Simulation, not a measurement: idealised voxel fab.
voxel wiring stack: a process module
The cross-section shown here is cut; it is 160 nm wide and divided into square cells measuring 5 nm on a side.
The cross-sections in this document take the form of a grid made of square cells. They are written out as bands, in order from top to bottom. Each band consists of one or more rows of cells.
The entry gives the band's vertical extent as a top height and a bottom height in nm, then its horizontal make-up as materials from left to right, each with a width in nm. "air" stands for empty space; a single material marked "throughout" fills the band edge to edge.
Heads up on the height convention: 0 is the point under which the incoming wafer is all one material, and the lowest band has no bottom, it just keeps going down, like "top 0, no bottom".
With a width like "30 to 40", each row of cells in the band differs from the next by the same amount, the top row carrying the first number and the bottom row the second.
Reading "stayed the same" for a step: not a cell of the cross-section changed in it.
So "Enclosed voids" is basically the list of trapped voids: any empty space of 8 cells or more that can't reach the top through an opening. They're written width x height at distance, the distance being from the left edge, and it's all nm.
On each step's line, the part that comes after the settings is the simulator's own comment on the step.
The optional step-line setting "overlay nm" applies to steps with a mask and quantifies how far to the right of its planned location the mask lay, a negative value indicating leftward placement.
Read each pair as before and after one process step. The after cross-section shows only down to the lowest band that changed. The step between them and its settings are given below the pair. Pairs can come from different runs of this module on the same starting wafer. A pair continues from the pair above only where its "Prior to processing" entry says so.
PRIOR TO PROCESSING
> top 0, no bottom  Si throughout
> Enclosed voids: none
POST-PROCESS SECTION
> top 15, bottom 0  SiO2 throughout
> Below 0, no change.
> Enclosed voids: none
The process step bridging the two cross-sections above: CONFORMAL_DEP: material SiO2, thk nm 15
Prior to processing: look at the pair above, its after cross-section is where this step starts.
POST-PROCESS SECTION
> top 20, bottom 15  SiCN throughout
> Below 15, no change.
> Enclosed voids: none
The process step bridging the two cross-sections above: CONFORMAL_DEP: material SiCN, thk nm 5
Prior to processing: look at the pair above, its after cross-section is where this step starts.
POST-PROCESS SECTION
> top 40, bottom 20  lowk throughout
> Below 20, no change.
> Enclosed voids: none
The process step bridging the two cross-sections above: DIRECTIONAL_DEP: material lowk, thk nm 20
Prior to processing: look at the pair above, its after cross-section is where this step starts.
POST-PROCESS SECTION
> top 55, bottom 40  aC throughout
> Below 40, no change.
> Enclosed voids: none
The process step bridging the two cross-sections above: DIRECTIONAL_DEP: material aC, thk nm 15
Prior to processing: look at the pair above, its after cross-section is where this step starts.
POST-PROCESS SECTION
> top 85, bottom 55  resist=45; air=25; resist=20; air=25; resist=45
> Below 55, no change.
> Enclosed voids: none
The process step bridging the two cross-sections above: PATTERN: tone open, mask id METAL_1, material resist, width nm 25, pitch nm 45, thk nm 30, overlay nm 0
Prior to processing: look at the pair above, its after cross-section is where this step starts.
POST-PROCESS SECTION
> top 70, bottom 55  resist=45; air=25; resist=20; air=25; resist=45
> top 55, bottom 40  aC=45; air=25; aC=20; air=25; aC=45
> Below 40, no change.
> Enclosed voids: none
The process step bridging the two cross-sections above: DIRECTIONAL_ETCH: etch materials aC, depth nm 15
Prior to processing: look at the pair above, its after cross-section is where this step starts.
POST-PROCESS SECTION
> top 55, bottom 40  aC=45; air=25; aC=20; air=25; aC=45
> Below 40, no change.
> Enclosed voids: none
The process step bridging the two cross-sections above: STRIP: etch materials resist
Prior to processing: look at the pair above, its after cross-section is where this step starts.
POST-PROCESS SECTION
> top 55, bottom 40  aC=45; air=25; aC=20; air=25; aC=45
> top 40, bottom 20  lowk=45; air=25; lowk=20; air=25; lowk=45
> Below 20, no change.
> Enclosed voids: none
The process step bridging the two cross-sections above: DIRECTIONAL_ETCH: etch materials lowk, depth nm 20
Prior to processing: look at the pair above, its after cross-section is where this step starts.
POST-PROCESS SECTION
> top 55, bottom 40  aC=45; air=25; aC=20; air=25; aC=45
> top 40, bottom 20  lowk=45; air=25; lowk=20; air=25; lowk=45
> top 20, bottom 15  SiCN=45; air=25; SiCN=20; air=25; SiCN=45
> Below 15, no change.
> Enclosed voids: none
The process step bridging the two cross-sections above: DIRECTIONAL_ETCH: etch materials SiCN, depth nm 5
Prior to processing: look at the pair above, its after cross-section is where this step starts.
POST-PROCESS SECTION
> top 40, bottom 20  lowk=45; air=25; lowk=20; air=25; lowk=45
> Below 20, no change.
> Enclosed voids: none
The process step bridging the two cross-sections above: STRIP: etch materials aC
Prior to processing: look at the pair above, its after cross-section is where this step starts.
POST-PROCESS SECTION
> top 45, bottom 40  TiN=50; air=15; TiN=30; air=15; TiN=50
> top 40, bottom 20  lowk=45; TiN=5; air=15; TiN=5; lowk=20; TiN=5; air=15; TiN=5; lowk=45
> top 20, bottom 15  SiCN=45; TiN=25; SiCN=20; TiN=25; SiCN=45
> Below 15, no change.
> Enclosed voids: none
The process step bridging the two cross-sections above: CONFORMAL_DEP: material TiN, thk nm 5
Prior to processing: look at the pair above, its after cross-section is where this step starts.
POST-PROCESS SECTION
> top 50, bottom 45  Cu throughout
> top 45, bottom 40  TiN=50; Cu=15; TiN=30; Cu=15; TiN=50
> top 40, bottom 20  lowk=45; TiN=5; Cu=15; TiN=5; lowk=20; TiN=5; Cu=15; TiN=5; lowk=45
> Below 20, no change.
> Enclosed voids: none
The process step bridging the two cross-sections above: FILL_DEP: material Cu, thk nm 5
Prior to processing: look at the pair above, its after cross-section is where this step starts.
POST-PROCESS SECTION
> top 40, bottom 20  lowk=45; TiN=5; Cu=15; TiN=5; lowk=20; TiN=5; Cu=15; TiN=5; lowk=45
> Below 20, no change.
> Enclosed voids: none
The process step bridging the two cross-sections above: CMP: height nm 40
Prior to processing: look at the pair above, its after cross-section is where this step starts.
POST-PROCESS SECTION
> top 45, bottom 40  SiCN throughout
> Below 40, no change.
> Enclosed voids: none
The process step bridging the two cross-sections above: CONFORMAL_DEP: material SiCN, thk nm 5
Prior to processing: look at the pair above, its after cross-section is where this step starts.
POST-PROCESS SECTION
> top 60, bottom 45  lowk throughout
> Below 45, no change.
> Enclosed voids: none
The process step bridging the two cross-sections above: DIRECTIONAL_DEP: material lowk, thk nm 15
Prior to processing: look at the pair above, its after cross-section is where this step starts.
POST-PROCESS SECTION
> top 60, bottom 45  lowk=45; air=15; lowk=30; air=15; lowk=55
> Below 45, no change.
> Enclosed voids: none
The process step bridging the two cross-sections above: MASKED_ETCH: tone open, mask id PLUG_1, width nm 15, pitch nm 45, etch materials lowk, depth nm 15, overlay nm 0
Prior to processing: look at the pair above, its after cross-section is where this step starts.
POST-PROCESS SECTION
> top 60, bottom 45  lowk=45; air=15; lowk=30; air=15; lowk=55
> top 45, bottom 40  SiCN=45; air=15; SiCN=30; air=15; SiCN=55
> Below 40, no change.
> Enclosed voids: none
The process step bridging the two cross-sections above: MASKED_ETCH: tone open, mask id PLUG_1, width nm 15, pitch nm 45, etch materials SiCN, depth nm 5, overlay nm 0
Prior to processing: look at the pair above, its after cross-section is where this step starts.
POST-PROCESS SECTION
> top 60, bottom 50  lowk=45; air=15; lowk=30; air=15; lowk=55
> top 50, bottom 45  lowk=45; Ru=15; lowk=30; Ru=15; lowk=55
> top 45, bottom 40  SiCN=45; Ru=15; SiCN=30; Ru=15; SiCN=55
> Below 40, no change.
> Enclosed voids: none
The process step bridging the two cross-sections above: EPI: material Ru, thk nm 10
Prior to processing: look at the pair above, its after cross-section is where this step starts.
POST-PROCESS SECTION
> top 60, bottom 45  lowk=45; Ru=15; lowk=30; Ru=15; lowk=55
> Below 45, no change.
> Enclosed voids: none
The process step bridging the two cross-sections above: EPI: material Ru, thk nm 10
Prior to processing: look at the pair above, its after cross-section is where this step starts.
POST-PROCESS SECTION
> top 65, bottom 60  SiCN throughout
> Below 60, no change.
> Enclosed voids: none
The process step bridging the two cross-sections above: CONFORMAL_DEP: material SiCN, thk nm 5
Prior to processing: look at the pair above, its after cross-section is where this step starts.
POST-PROCESS SECTION
> top 85, bottom 65  SiO2 throughout
> Below 65, no change.
> Enclosed voids: none
The process step bridging the two cross-sections above: DIRECTIONAL_DEP: material SiO2, thk nm 20
Prior to processing: look at the pair above, its after cross-section is where this step starts.
POST-PROCESS SECTION
> top 100, bottom 85  resist=45; air=25; resist=20; air=25; resist=45
> Below 85, no change.
> Enclosed voids: none
The process step bridging the two cross-sections above: PATTERN: tone open, mask id METAL_2, material resist, width nm 25, pitch nm 45, thk nm 15, overlay nm 0
Prior to processing: look at the pair above, its after cross-section is where this step starts.
POST-PROCESS SECTION
> top 100, bottom 85  resist=45; air=25; resist=20; air=25; resist=45
> top 85, bottom 65  SiO2=45; air=25; SiO2=20; air=25; SiO2=45
> Below 65, no change.
> Enclosed voids: none
The process step bridging the two cross-sections above: DIRECTIONAL_ETCH: etch materials SiO2, depth nm 20
Prior to processing: look at the pair above, its after cross-section is where this step starts.
POST-PROCESS SECTION
> top 100, bottom 85  resist=45; air=25; resist=20; air=25; resist=45
> top 85, bottom 65  SiO2=45; air=25; SiO2=20; air=25; SiO2=45
> top 65, bottom 60  SiCN=45; air=25; SiCN=20; air=25; SiCN=45
> Below 60, no change.
> Enclosed voids: none
The process step bridging the two cross-sections above: DIRECTIONAL_ETCH: etch materials SiCN, depth nm 5
Prior to processing: look at the pair above, its after cross-section is where this step starts.
POST-PROCESS SECTION
> top 85, bottom 65  SiO2=45; air=25; SiO2=20; air=25; SiO2=45
> Below 65, no change.
> Enclosed voids: none
The process step bridging the two cross-sections above: STRIP: etch materials resist
Prior to processing: look at the pair above, its after cross-section is where this step starts.
POST-PROCESS SECTION
> top 90, bottom 85  TiN=50; air=15; TiN=30; air=15; TiN=50
> top 85, bottom 65  SiO2=45; TiN=5; air=15; TiN=5; SiO2=20; TiN=5; air=15; TiN=5; SiO2=45
> top 65, bottom 60  SiCN=45; TiN=25; SiCN=20; TiN=25; SiCN=45
> Below 60, no change.
> Enclosed voids: none
The process step bridging the two cross-sections above: CONFORMAL_DEP: material TiN, thk nm 5
Prior to processing: look at the pair above, its after cross-section is where this step starts.
POST-PROCESS SECTION
> top 100, bottom 90  W throughout
> top 90, bottom 85  TiN=50; W=15; TiN=30; W=15; TiN=50
> top 85, bottom 65  SiO2=45; TiN=5; W=15; TiN=5; SiO2=20; TiN=5; W=15; TiN=5; SiO2=45
> Below 65, no change.
> Enclosed voids: none
The process step bridging the two cross-sections above: FILL_DEP: material W, thk nm 10
Prior to processing: look at the pair above, its after cross-section is where this step starts.
POST-PROCESS SECTION
> top 85, bottom 65  SiO2=45; TiN=5; W=15; TiN=5; SiO2=20; TiN=5; W=15; TiN=5; SiO2=45
> Below 65, no change.
> Enclosed voids: none
The process step bridging the two cross-sections above: CMP: height nm 85
Prior to processing: look at the pair above, its after cross-section is where this step starts.
POST-PROCESS SECTION
> top 90, bottom 85  SiCN throughout
> Below 85, no change.
> Enclosed voids: none
The process step bridging the two cross-sections above: CONFORMAL_DEP: material SiCN, thk nm 5
Prior to processing: look at the pair above, its after cross-section is where this step starts.
POST-PROCESS SECTION
> top 125, bottom 90  SiO2 throughout
> Below 90, no change.
> Enclosed voids: none
The process step bridging the two cross-sections above: DIRECTIONAL_DEP: material SiO2, thk nm 35
Prior to processing: look at the pair above, its after cross-section is where this step starts.
POST-PROCESS SECTION
> top 145, bottom 125  resist=45; air=15; resist=30; air=15; resist=55
> Below 125, no change.
> Enclosed voids: none
The process step bridging the two cross-sections above: PATTERN: tone open, mask id METAL_3_HOLES, material resist, width nm 15, pitch nm 45, thk nm 20, overlay nm 0
Prior to processing: look at the pair above, its after cross-section is where this step starts.
POST-PROCESS SECTION
> top 145, bottom 125  resist=45; air=15; resist=30; air=15; resist=55
> top 125, bottom 90  SiO2=45; air=15; SiO2=30; air=15; SiO2=55
> Below 90, no change.
> Enclosed voids: none
The process step bridging the two cross-sections above: DIRECTIONAL_ETCH: etch materials SiO2, depth nm 35
Prior to processing: look at the pair above, its after cross-section is where this step starts.
POST-PROCESS SECTION
> top 125, bottom 90  SiO2=45; air=15; SiO2=30; air=15; SiO2=55
> Below 90, no change.
> Enclosed voids: none
The process step bridging the two cross-sections above: STRIP: etch materials resist
Prior to processing: look at the pair above, its after cross-section is where this step starts.
POST-PROCESS SECTION
> top 135, bottom 125  aC=45; air=15; aC=30; air=15; aC=55
> top 125, bottom 100  SiO2=45; air=15; SiO2=30; air=15; SiO2=55
> top 100, bottom 90  SiO2=45; aC=15; SiO2=30; aC=15; SiO2=55
> Below 90, no change.
> Enclosed voids: none
The process step bridging the two cross-sections above: DIRECTIONAL_DEP: material aC, thk nm 10
Prior to processing: look at the pair above, its after cross-section is where this step starts.
POST-PROCESS SECTION
> top 165, bottom 135  resist=45; air=25; resist=20; air=25; resist=45
> Below 135, no change.
> Enclosed voids: none
The process step bridging the two cross-sections above: PATTERN: tone open, mask id METAL_3, material resist, width nm 25, pitch nm 45, thk nm 30, overlay nm 0
Prior to processing: look at the pair above, its after cross-section is where this step starts.
POST-PROCESS SECTION
> top 155, bottom 135  resist=45; air=25; resist=20; air=25; resist=45
> top 135, bottom 125  aC=45; air=25; aC=20; air=25; aC=45
> top 125, bottom 90  SiO2=45; air=15; SiO2=30; air=15; SiO2=55
> Below 90, no change.
> Enclosed voids: none
The process step bridging the two cross-sections above: DIRECTIONAL_ETCH: etch materials aC, depth nm 10
Prior to processing: look at the pair above, its after cross-section is where this step starts.
POST-PROCESS SECTION
> top 135, bottom 125  aC=45; air=25; aC=20; air=25; aC=45
> Below 125, no change.
> Enclosed voids: none
The process step bridging the two cross-sections above: STRIP: etch materials resist
Prior to processing: look at the pair above, its after cross-section is where this step starts.
POST-PROCESS SECTION
> top 135, bottom 125  aC=45; air=25; aC=20; air=25; aC=45
> top 125, bottom 105  SiO2=45; air=25; SiO2=20; air=25; SiO2=45
> Below 105, no change.
> Enclosed voids: none
The process step bridging the two cross-sections above: DIRECTIONAL_ETCH: etch materials SiO2, depth nm 20
Prior to processing: look at the pair above, its after cross-section is where this step starts.
POST-PROCESS SECTION
> top 135, bottom 125  aC=45; air=25; aC=20; air=25; aC=45
> top 125, bottom 105  SiO2=45; air=25; SiO2=20; air=25; SiO2=45
> top 105, bottom 90  SiO2=45; air=15; SiO2=30; air=15; SiO2=55
> top 90, bottom 85  SiCN=45; air=15; SiCN=30; air=15; SiCN=55
> Below 85, no change.
> Enclosed voids: none
The process step bridging the two cross-sections above: DIRECTIONAL_ETCH: etch materials SiCN, depth nm 5
Prior to processing: look at the pair above, its after cross-section is where this step starts.
POST-PROCESS SECTION
> top 125, bottom 105  SiO2=45; air=25; SiO2=20; air=25; SiO2=45
> Below 105, no change.
> Enclosed voids: none
The process step bridging the two cross-sections above: STRIP: etch materials aC
Prior to processing: look at the pair above, its after cross-section is where this step starts.
POST-PROCESS SECTION
> top 130, bottom 125  TiN=50; air=15; TiN=30; air=15; TiN=50
> top 125, bottom 110  SiO2=45; TiN=5; air=15; TiN=5; SiO2=20; TiN=5; air=15; TiN=5; SiO2=45
> top 110, bottom 105  SiO2=45; TiN=5; air=5; TiN=15; SiO2=20; TiN=5; air=5; TiN=15; SiO2=45
> top 105, bottom 90  SiO2=45; TiN=5; air=5; TiN=5; SiO2=30; TiN=5; air=5; TiN=5; SiO2=55
> top 90, bottom 85  SiCN=45; TiN=15; SiCN=30; TiN=15; SiCN=55
> Below 85, no change.
> Enclosed voids: none
The process step bridging the two cross-sections above: CONFORMAL_DEP: material TiN, thk nm 5
Prior to processing: look at the pair above, its after cross-section is where this step starts.
POST-PROCESS SECTION
> top 140, bottom 130  Cu throughout
> top 130, bottom 125  TiN=50; Cu=15; TiN=30; Cu=15; TiN=50
> top 125, bottom 110  SiO2=45; TiN=5; Cu=15; TiN=5; SiO2=20; TiN=5; Cu=15; TiN=5; SiO2=45
> top 110, bottom 105  SiO2=45; TiN=5; Cu=5; TiN=15; SiO2=20; TiN=5; Cu=5; TiN=15; SiO2=45
> top 105, bottom 90  SiO2=45; TiN=5; Cu=5; TiN=5; SiO2=30; TiN=5; Cu=5; TiN=5; SiO2=55
> Below 90, no change.
> Enclosed voids: none
The process step bridging the two cross-sections above: FILL_DEP: material Cu, thk nm 10
Prior to processing: look at the pair above, its after cross-section is where this step starts.
POST-PROCESS SECTION
> top 125, bottom 110  SiO2=45; TiN=5; Cu=15; TiN=5; SiO2=20; TiN=5; Cu=15; TiN=5; SiO2=45
> Below 110, no change.
> Enclosed voids: none
The process step bridging the two cross-sections above: CMP: height nm 125
Prior to processing: look at the pair above, its after cross-section is where this step starts.
POST-PROCESS SECTION
> top 130, bottom 125  SiCN throughout
> Below 125, no change.
> Enclosed voids: none
The process step bridging the two cross-sections above: CONFORMAL_DEP: material SiCN, thk nm 5
Prior to processing: look at the pair above, its after cross-section is where this step starts.
POST-PROCESS SECTION
> top 140, bottom 130  SiO2 throughout
> Below 130, no change.
> Enclosed voids: none
The process step bridging the two cross-sections above: DIRECTIONAL_DEP: material SiO2, thk nm 10
Prior to processing: look at the pair above, its after cross-section is where this step starts.
POST-PROCESS SECTION
> top 155, bottom 140  resist=45; air=15; resist=30; air=15; resist=55
> Below 140, no change.
> Enclosed voids: none
The process step bridging the two cross-sections above: PATTERN: tone open, mask id PLUG_3, material resist, width nm 15, pitch nm 45, thk nm 15, overlay nm 0
Prior to processing: look at the pair above, its after cross-section is where this step starts.
POST-PROCESS SECTION
> top 155, bottom 140  resist=45; air=15; resist=30; air=15; resist=55
> top 140, bottom 130  SiO2=45; air=15; SiO2=30; air=15; SiO2=55
> Below 130, no change.
> Enclosed voids: none
The process step bridging the two cross-sections above: DIRECTIONAL_ETCH: etch materials SiO2, depth nm 10
Prior to processing: look at the pair above, its after cross-section is where this step starts.
POST-PROCESS SECTION
> top 155, bottom 140  resist=45; air=15; resist=30; air=15; resist=55
> top 140, bottom 130  SiO2=45; air=15; SiO2=30; air=15; SiO2=55
> top 130, bottom 125  SiCN=45; air=15; SiCN=30; air=15; SiCN=55
> Below 125, no change.
> Enclosed voids: none
The process step bridging the two cross-sections above: DIRECTIONAL_ETCH: etch materials SiCN, depth nm 5
Prior to processing: look at the pair above, its after cross-section is where this step starts.
POST-PROCESS SECTION
> top 140, bottom 130  SiO2=45; air=15; SiO2=30; air=15; SiO2=55
> Below 130, no change.
> Enclosed voids: none
The process step bridging the two cross-sections above: STRIP: etch materials resist
Prior to processing: look at the pair above, its after cross-section is where this step starts.
POST-PROCESS SECTION
> top 140, bottom 135  SiO2=45; air=15; SiO2=30; air=15; SiO2=55
> top 135, bottom 130  SiO2=45; Ru=15; SiO2=30; Ru=15; SiO2=55
> top 130, bottom 125  SiCN=45; Ru=15; SiCN=30; Ru=15; SiCN=55
> Below 125, no change.
> Enclosed voids: none
The process step bridging the two cross-sections above: EPI: material Ru, thk nm 10
Prior to processing: look at the pair above, its after cross-section is where this step starts.
POST-PROCESS SECTION
> top 140, bottom 130  SiO2=45; Ru=15; SiO2=30; Ru=15; SiO2=55
> Below 130, no change.
> Enclosed voids: none
The process step bridging the two cross-sections above: EPI: material Ru, thk nm 5
Prior to processing: look at the pair above, its after cross-section is where this step starts.
POST-PROCESS SECTION
> top 145, bottom 140  TiN throughout
> Below 140, no change.
> Enclosed voids: none
The process step bridging the two cross-sections above: DIRECTIONAL_DEP: material TiN, thk nm 5
Prior to processing: look at the pair above, its after cross-section is where this step starts.
POST-PROCESS SECTION
> top 165, bottom 145  Ru throughout
> Below 145, no change.
> Enclosed voids: none
The process step bridging the two cross-sections above: DIRECTIONAL_DEP: material Ru, thk nm 20
Prior to processing: look at the pair above, its after cross-section is where this step starts.
POST-PROCESS SECTION
> top 180, bottom 165  air=45; resist=25; air=20; resist=25; air=45
> Below 165, no change.
> Enclosed voids: none
The process step bridging the two cross-sections above: PATTERN: tone cover, mask id METAL_4, material resist, width nm 25, pitch nm 45, thk nm 15, overlay nm 0
Prior to processing: look at the pair above, its after cross-section is where this step starts.
POST-PROCESS SECTION
> top 180, bottom 165  air=45; resist=25; air=20; resist=25; air=45
> top 165, bottom 145  air=45; Ru=25; air=20; Ru=25; air=45
> Below 145, no change.
> Enclosed voids: none
The process step bridging the two cross-sections above: DIRECTIONAL_ETCH: etch materials Ru, depth nm 20
Prior to processing: look at the pair above, its after cross-section is where this step starts.
POST-PROCESS SECTION
> top 180, bottom 165  air=45; resist=25; air=20; resist=25; air=45
> top 165, bottom 145  air=45; Ru=25; air=20; Ru=25; air=45
> top 145, bottom 140  air=45; TiN=25; air=20; TiN=25; air=45
> Below 140, no change.
> Enclosed voids: none
The process step bridging the two cross-sections above: DIRECTIONAL_ETCH: etch materials TiN, depth nm 5
Prior to processing: look at the pair above, its after cross-section is where this step starts.
POST-PROCESS SECTION
> top 165, bottom 145  air=45; Ru=25; air=20; Ru=25; air=45
> Below 145, no change.
> Enclosed voids: none
The process step bridging the two cross-sections above: STRIP: etch materials resist
Prior to processing: look at the pair above, its after cross-section is where this step starts.
POST-PROCESS SECTION
> top 170, bottom 165  air=40; SiN=35; air=10; SiN=35; air=40
> top 165, bottom 145  air=40; SiN=5; Ru=25; SiN=5; air=10; SiN=5; Ru=25; SiN=5; air=40
> top 145, bottom 140  SiN=45; TiN=25; SiN=20; TiN=25; SiN=45
> Below 140, no change.
> Enclosed voids: none
The process step bridging the two cross-sections above: CONFORMAL_DEP: material SiN, thk nm 5
Prior to processing: look at the pair above, its after cross-section is where this step starts.
POST-PROCESS SECTION
> top 180, bottom 170  lowk throughout
> top 170, bottom 165  lowk=40; SiN=35; lowk=10; SiN=35; lowk=40
> top 165, bottom 145  lowk=40; SiN=5; Ru=25; SiN=5; lowk=10; SiN=5; Ru=25; SiN=5; lowk=40
> Below 145, no change.
> Enclosed voids: none
The process step bridging the two cross-sections above: FILL_DEP: material lowk, thk nm 10
Prior to processing: look at the pair above, its after cross-section is where this step starts.
POST-PROCESS SECTION
> top 165, bottom 145  lowk=40; SiN=5; Ru=25; SiN=5; lowk=10; SiN=5; Ru=25; SiN=5; lowk=40
> Below 145, no change.
> Enclosed voids: none
The process step bridging the two cross-sections above: CMP: height nm 165
Prior to processing: look at the pair above, its after cross-section is where this step starts.
POST-PROCESS SECTION
> top 170, bottom 165  SiCN throughout
> Below 165, no change.
> Enclosed voids: none
The process step bridging the two cross-sections above: CONFORMAL_DEP: material SiCN, thk nm 5
PRIOR TO PROCESSING
> top 15, bottom 0  SiO2 throughout
> top 0, no bottom  Si throughout
> Enclosed voids: none
POST-PROCESS SECTION
> top 35, bottom 15  lowk throughout
> Below 15, no change.
> Enclosed voids: none
The process step bridging the two cross-sections above: DIRECTIONAL_DEP: material lowk, thk nm 20
Prior to processing: look at the pair above, its after cross-section is where this step starts.
POST-PROCESS SECTION
> top 50, bottom 35  aC throughout
> Below 35, no change.
> Enclosed voids: none
The process step bridging the two cross-sections above: DIRECTIONAL_DEP: material aC, thk nm 15
Prior to processing: look at the pair above, its after cross-section is where this step starts.
POST-PROCESS SECTION
> top 80, bottom 50  resist=45; air=25; resist=20; air=25; resist=45
> Below 50, no change.
> Enclosed voids: none
The process step bridging the two cross-sections above: PATTERN: tone open, mask id METAL_1, material resist, width nm 25, pitch nm 45, thk nm 30, overlay nm 0
Prior to processing: look at the pair above, its after cross-section is where this step starts.
POST-PROCESS SECTION
> top 65, bottom 50  resist=45; air=25; resist=20; air=25; resist=45
> top 50, bottom 35  aC=45; air=25; aC=20; air=25; aC=45
> Below 35, no change.
> Enclosed voids: none
The process step bridging the two cross-sections above: DIRECTIONAL_ETCH: etch materials aC, depth nm 15
Prior to processing: look at the pair above, its after cross-section is where this step starts.
POST-PROCESS SECTION
> top 50, bottom 35  aC=45; air=25; aC=20; air=25; aC=45
> Below 35, no change.
> Enclosed voids: none
The process step bridging the two cross-sections above: STRIP: etch materials resist
Prior to processing: look at the pair above, its after cross-section is where this step starts.
POST-PROCESS SECTION
> top 50, bottom 35  aC=45; air=25; aC=20; air=25; aC=45
> top 35, bottom 15  lowk=45; air=25; lowk=20; air=25; lowk=45
> Below 15, no change.
> Enclosed voids: none
The process step bridging the two cross-sections above: DIRECTIONAL_ETCH: etch materials lowk, depth nm 20
Prior to processing: look at the pair above, its after cross-section is where this step starts.
POST-PROCESS SECTION
> top 35, bottom 15  lowk=45; air=25; lowk=20; air=25; lowk=45
> Below 15, no change.
> Enclosed voids: none
The process step bridging the two cross-sections above: STRIP: etch materials aC
Prior to processing: look at the pair above, its after cross-section is where this step starts.
POST-PROCESS SECTION
> top 40, bottom 35  TiN=50; air=15; TiN=30; air=15; TiN=50
> top 35, bottom 20  lowk=45; TiN=5; air=15; TiN=5; lowk=20; TiN=5; air=15; TiN=5; lowk=45
> top 20, bottom 15  lowk=45; TiN=25; lowk=20; TiN=25; lowk=45
> Below 15, no change.
> Enclosed voids: none
The process step bridging the two cross-sections above: CONFORMAL_DEP: material TiN, thk nm 5
Prior to processing: look at the pair above, its after cross-section is where this step starts.
POST-PROCESS SECTION
> top 45, bottom 40  Cu throughout
> top 40, bottom 35  TiN=50; Cu=15; TiN=30; Cu=15; TiN=50
> top 35, bottom 20  lowk=45; TiN=5; Cu=15; TiN=5; lowk=20; TiN=5; Cu=15; TiN=5; lowk=45
> Below 20, no change.
> Enclosed voids: none
The process step bridging the two cross-sections above: FILL_DEP: material Cu, thk nm 5
Prior to processing: look at the pair above, its after cross-section is where this step starts.
POST-PROCESS SECTION
> top 40, bottom 35  TiN=50; Cu=15; TiN=30; Cu=15; TiN=50
> Below 35, no change.
> Enclosed voids: none
The process step bridging the two cross-sections above: CMP: height nm 40
Prior to processing: look at the pair above, its after cross-section is where this step starts.
POST-PROCESS SECTION
> top 45, bottom 40  SiCN throughout
> Below 40, no change.
> Enclosed voids: none
The process step bridging the two cross-sections above: CONFORMAL_DEP: material SiCN, thk nm 5
Prior to processing: look at the pair above, its after cross-section is where this step starts.
POST-PROCESS SECTION
> top 60, bottom 45  lowk throughout
> Below 45, no change.
> Enclosed voids: none
The process step bridging the two cross-sections above: DIRECTIONAL_DEP: material lowk, thk nm 15
Prior to processing: look at the pair above, its after cross-section is where this step starts.
POST-PROCESS SECTION
> top 60, bottom 45  lowk=45; air=15; lowk=30; air=15; lowk=55
> Below 45, no change.
> Enclosed voids: none
The process step bridging the two cross-sections above: MASKED_ETCH: tone open, mask id PLUG_1, width nm 15, pitch nm 45, etch materials lowk, depth nm 15, overlay nm 0
Prior to processing: look at the pair above, its after cross-section is where this step starts.
POST-PROCESS SECTION
> top 60, bottom 45  lowk=45; air=15; lowk=30; air=15; lowk=55
> top 45, bottom 40  SiCN=45; air=15; SiCN=30; air=15; SiCN=55
> Below 40, no change.
> Enclosed voids: none
The process step bridging the two cross-sections above: MASKED_ETCH: tone open, mask id PLUG_1, width nm 15, pitch nm 45, etch materials SiCN, depth nm 5, overlay nm 0
Prior to processing: look at the pair above, its after cross-section is where this step starts.
POST-PROCESS SECTION
> top 60, bottom 50  lowk=45; air=15; lowk=30; air=15; lowk=55
> top 50, bottom 45  lowk=45; Ru=15; lowk=30; Ru=15; lowk=55
> top 45, bottom 40  SiCN=45; Ru=15; SiCN=30; Ru=15; SiCN=55
> Below 40, no change.
> Enclosed voids: none
The process step bridging the two cross-sections above: EPI: material Ru, thk nm 10
Prior to processing: look at the pair above, its after cross-section is where this step starts.
POST-PROCESS SECTION
> top 60, bottom 45  lowk=45; Ru=15; lowk=30; Ru=15; lowk=55
> Below 45, no change.
> Enclosed voids: none
The process step bridging the two cross-sections above: EPI: material Ru, thk nm 10
Prior to processing: look at the pair above, its after cross-section is where this step starts.
POST-PROCESS SECTION
> top 65, bottom 60  SiCN throughout
> Below 60, no change.
> Enclosed voids: none
The process step bridging the two cross-sections above: CONFORMAL_DEP: material SiCN, thk nm 5
Prior to processing: look at the pair above, its after cross-section is where this step starts.
POST-PROCESS SECTION
> top 85, bottom 65  SiO2 throughout
> Below 65, no change.
> Enclosed voids: none
The process step bridging the two cross-sections above: DIRECTIONAL_DEP: material SiO2, thk nm 20
Prior to processing: look at the pair above, its after cross-section is where this step starts.
POST-PROCESS SECTION
> top 100, bottom 85  resist=45; air=25; resist=20; air=25; resist=45
> Below 85, no change.
> Enclosed voids: none
The process step bridging the two cross-sections above: PATTERN: tone open, mask id METAL_2, material resist, width nm 25, pitch nm 45, thk nm 15, overlay nm 0
Prior to processing: look at the pair above, its after cross-section is where this step starts.
POST-PROCESS SECTION
> top 100, bottom 85  resist=45; air=25; resist=20; air=25; resist=45
> top 85, bottom 65  SiO2=45; air=25; SiO2=20; air=25; SiO2=45
> Below 65, no change.
> Enclosed voids: none
The process step bridging the two cross-sections above: DIRECTIONAL_ETCH: etch materials SiO2, depth nm 20
Prior to processing: look at the pair above, its after cross-section is where this step starts.
POST-PROCESS SECTION
> top 100, bottom 85  resist=45; air=25; resist=20; air=25; resist=45
> top 85, bottom 65  SiO2=45; air=25; SiO2=20; air=25; SiO2=45
> top 65, bottom 60  SiCN=45; air=25; SiCN=20; air=25; SiCN=45
> Below 60, no change.
> Enclosed voids: none
The process step bridging the two cross-sections above: DIRECTIONAL_ETCH: etch materials SiCN, depth nm 5
Prior to processing: look at the pair above, its after cross-section is where this step starts.
POST-PROCESS SECTION
> top 85, bottom 65  SiO2=45; air=25; SiO2=20; air=25; SiO2=45
> Below 65, no change.
> Enclosed voids: none
The process step bridging the two cross-sections above: STRIP: etch materials resist
Prior to processing: look at the pair above, its after cross-section is where this step starts.
POST-PROCESS SECTION
> top 90, bottom 85  TiN=50; air=15; TiN=30; air=15; TiN=50
> top 85, bottom 65  SiO2=45; TiN=5; air=15; TiN=5; SiO2=20; TiN=5; air=15; TiN=5; SiO2=45
> top 65, bottom 60  SiCN=45; TiN=25; SiCN=20; TiN=25; SiCN=45
> Below 60, no change.
> Enclosed voids: none
The process step bridging the two cross-sections above: CONFORMAL_DEP: material TiN, thk nm 5
Prior to processing: look at the pair above, its after cross-section is where this step starts.
POST-PROCESS SECTION
> top 100, bottom 90  W throughout
> top 90, bottom 85  TiN=50; W=15; TiN=30; W=15; TiN=50
> top 85, bottom 65  SiO2=45; TiN=5; W=15; TiN=5; SiO2=20; TiN=5; W=15; TiN=5; SiO2=45
> Below 65, no change.
> Enclosed voids: none
The process step bridging the two cross-sections above: FILL_DEP: material W, thk nm 10
Prior to processing: look at the pair above, its after cross-section is where this step starts.
POST-PROCESS SECTION
> top 85, bottom 65  SiO2=45; TiN=5; W=15; TiN=5; SiO2=20; TiN=5; W=15; TiN=5; SiO2=45
> Below 65, no change.
> Enclosed voids: none
The process step bridging the two cross-sections above: CMP: height nm 85
